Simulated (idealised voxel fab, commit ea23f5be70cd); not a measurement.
process module | voxel gate over fins
cross-section cut | 225 nm wide | cells 5 nm
A cross-section is a grid of square cells, given in bands from the top down. A band is one or more rows of cells.
Each band's line starts with the height of the band's top and of its bottom, in nm. Then come its materials from left to right, each with its width in nm. One material with "throughout" fills the band from edge to edge. "air" is empty space.
Height 0 is the level under which the wafer as received is all one material. The lowest band goes on downwards, as in "0 down".
A width such as "30 to 40" changes by the same amount from each row of cells to the next, from the band's top row to its bottom row.
"no change" after a step means that no cell of the cross-section changed.
closed voids: empty space of 8 cells or more with no open way to the top, each as width x height at its distance from the left edge, in nm
after a step's settings: what the simulator itself notes on the step
overlay nm, on a step with a mask: how far to the right of its planned place the mask lay; to the left if negative
plan
1 op RECEIVE | material Si
2 op CONFORMAL_DEP | material SiN | thk nm 5
3 op PATTERN | tone cover | mask id FINS | material resist | width nm 15 | pitch nm 40 | thk nm 15 | overlay nm 0
4 op DIRECTIONAL_ETCH | etch materials SiN | depth nm 5
5 op DIRECTIONAL_ETCH | etch materials Si | depth nm 40
6 op STRIP | etch materials resist
7 op OXIDIZE | depth nm 5
8 op FILL_DEP | material SiO2 | thk nm 10
9 op CMP | height nm 5
10 op SELECTIVE_ETCH | etch materials SiO2 | depth nm 15
11 op STRIP | etch materials SiN
12 op CONFORMAL_DEP | material HfO2 | thk nm 5
13 op CONFORMAL_DEP | material TiN | thk nm 5
14 op FILL_DEP | material W | thk nm 15
15 op CMP | height nm 20
16 op CONFORMAL_DEP | material SiCN | thk nm 5
first wafer, as planned
as received, after step 1
  0 down: Si throughout
  closed voids: none
after step 2
  5 to 0: SiN throughout
  below 0: unchanged
after step 3
  20 to 5: air 45 | resist 15 | air 25 | resist 15 | air 25 | resist 15 | air 25 | resist 15 | air 45
  below 5: unchanged
after step 4
  20 to 5: air 45 | resist 15 | air 25 | resist 15 | air 25 | resist 15 | air 25 | resist 15 | air 45
  5 to 0: air 45 | SiN 15 | air 25 | SiN 15 | air 25 | SiN 15 | air 25 | SiN 15 | air 45
  below 0: unchanged
after step 5
  20 to 5: air 45 | resist 15 | air 25 | resist 15 | air 25 | resist 15 | air 25 | resist 15 | air 45
  5 to 0: air 45 | SiN 15 | air 25 | SiN 15 | air 25 | SiN 15 | air 25 | SiN 15 | air 45
  0 to -40: air 45 | Si 15 | air 25 | Si 15 | air 25 | Si 15 | air 25 | Si 15 | air 45
  below -40: unchanged
after step 6
  5 to 0: air 45 | SiN 15 | air 25 | SiN 15 | air 25 | SiN 15 | air 25 | SiN 15 | air 45
  below 0: unchanged
after step 7
  5 to 0: air 45 | SiN 15 | air 25 | SiN 15 | air 25 | SiN 15 | air 25 | SiN 15 | air 45
  0 to -40: air 45 | SiO2 5 | Si 5 | SiO2 5 | air 25 | SiO2 5 | Si 5 | SiO2 5 | air 25 | SiO2 5 | Si 5 | SiO2 5 | air 25 | SiO2 5 | Si 5 | SiO2 5 | air 45
  -40 to -45: SiO2 50 | Si 5 | SiO2 35 | Si 5 | SiO2 35 | Si 5 | SiO2 35 | Si 5 | SiO2 50
  below -45: unchanged
after step 8
  15 to 5: SiO2 throughout
  5 to 0: SiO2 45 | SiN 15 | SiO2 25 | SiN 15 | SiO2 25 | SiN 15 | SiO2 25 | SiN 15 | SiO2 45
  0 to -45: SiO2 50 | Si 5 | SiO2 35 | Si 5 | SiO2 35 | Si 5 | SiO2 35 | Si 5 | SiO2 50
  below -45: unchanged
after step 9
  5 to 0: SiO2 45 | SiN 15 | SiO2 25 | SiN 15 | SiO2 25 | SiN 15 | SiO2 25 | SiN 15 | SiO2 45
  below 0: unchanged
after step 10
  5 to 0: air 45 | SiN 15 | air 25 | SiN 15 | air 25 | SiN 15 | air 25 | SiN 15 | air 45
  0 to -10: air 50 | Si 5 | air 35 | Si 5 | air 35 | Si 5 | air 35 | Si 5 | air 50
  below -10: unchanged
after step 11
  0 to -10: air 50 | Si 5 | air 35 | Si 5 | air 35 | Si 5 | air 35 | Si 5 | air 50
  below -10: unchanged
after step 12
  5 to 0: air 45 | HfO2 15 | air 25 | HfO2 15 | air 25 | HfO2 15 | air 25 | HfO2 15 | air 45
  0 to -5: air 45 | HfO2 5 | Si 5 | HfO2 5 | air 25 | HfO2 5 | Si 5 | HfO2 5 | air 25 | HfO2 5 | Si 5 | HfO2 5 | air 25 | HfO2 5 | Si 5 | HfO2 5 | air 45
  -5 to -10: HfO2 50 | Si 5 | HfO2 35 | Si 5 | HfO2 35 | Si 5 | HfO2 35 | Si 5 | HfO2 50
  below -10: unchanged
after step 13
  10 to 5: air 40 | TiN 25 | air 15 | TiN 25 | air 15 | TiN 25 | air 15 | TiN 25 | air 40
  5 to 0: air 40 | TiN 5 | HfO2 15 | TiN 5 | air 15 | TiN 5 | HfO2 15 | TiN 5 | air 15 | TiN 5 | HfO2 15 | TiN 5 | air 15 | TiN 5 | HfO2 15 | TiN 5 | air 40
  0 to -5: TiN 45 | HfO2 5 | Si 5 | HfO2 5 | TiN 25 | HfO2 5 | Si 5 | HfO2 5 | TiN 25 | HfO2 5 | Si 5 | HfO2 5 | TiN 25 | HfO2 5 | Si 5 | HfO2 5 | TiN 45
  below -5: unchanged
after step 14
  25 to 10: W throughout
  10 to 5: W 40 | TiN 25 | W 15 | TiN 25 | W 15 | TiN 25 | W 15 | TiN 25 | W 40
  5 to 0: W 40 | TiN 5 | HfO2 15 | TiN 5 | W 15 | TiN 5 | HfO2 15 | TiN 5 | W 15 | TiN 5 | HfO2 15 | TiN 5 | W 15 | TiN 5 | HfO2 15 | TiN 5 | W 40
  below 0: unchanged
after step 15
  20 to 10: W throughout
  below 10: unchanged
after step 16
  25 to 20: SiCN throughout
  below 20: unchanged
second wafer: like start, like plan, one mistake. Through step 11 it matches the first wafer
when step 12 should have ended
  5 to 0: air 45 | SiN 15 | air 25 | SiN 15 | air 25 | SiN 15 | air 25 | SiN 15 | air 45
  0 to -5: air 45 | SiN 5 | Si 5 | SiN 5 | air 25 | SiN 5 | Si 5 | SiN 5 | air 25 | SiN 5 | Si 5 | SiN 5 | air 25 | SiN 5 | Si 5 | SiN 5 | air 45
  -5 to -10: SiN 50 | Si 5 | SiN 35 | Si 5 | SiN 35 | Si 5 | SiN 35 | Si 5 | SiN 50
  below -10: unchanged
when step 13 should have ended
  10 to 5: air 40 | TiN 25 | air 15 | TiN 25 | air 15 | TiN 25 | air 15 | TiN 25 | air 40
  5 to 0: air 40 | TiN 5 | SiN 15 | TiN 5 | air 15 | TiN 5 | SiN 15 | TiN 5 | air 15 | TiN 5 | SiN 15 | TiN 5 | air 15 | TiN 5 | SiN 15 | TiN 5 | air 40
  0 to -5: TiN 45 | SiN 5 | Si 5 | SiN 5 | TiN 25 | SiN 5 | Si 5 | SiN 5 | TiN 25 | SiN 5 | Si 5 | SiN 5 | TiN 25 | SiN 5 | Si 5 | SiN 5 | TiN 45
  below -5: unchanged
when step 14 should have ended
  25 to 10: W throughout
  10 to 5: W 40 | TiN 25 | W 15 | TiN 25 | W 15 | TiN 25 | W 15 | TiN 25 | W 40
  5 to 0: W 40 | TiN 5 | SiN 15 | TiN 5 | W 15 | TiN 5 | SiN 15 | TiN 5 | W 15 | TiN 5 | SiN 15 | TiN 5 | W 15 | TiN 5 | SiN 15 | TiN 5 | W 40
  below 0: unchanged
when step 15 should have ended
  20 to 10: W throughout
  below 10: unchanged
when step 16 should have ended
  25 to 20: SiCN throughout
  below 20: unchanged
what went wrong: step 12 ran as: op CONFORMAL_DEP | material SiN | thk nm 5
at the end the second wafer has, in cells: 61 fewer of HfO2 | 61 more of SiN
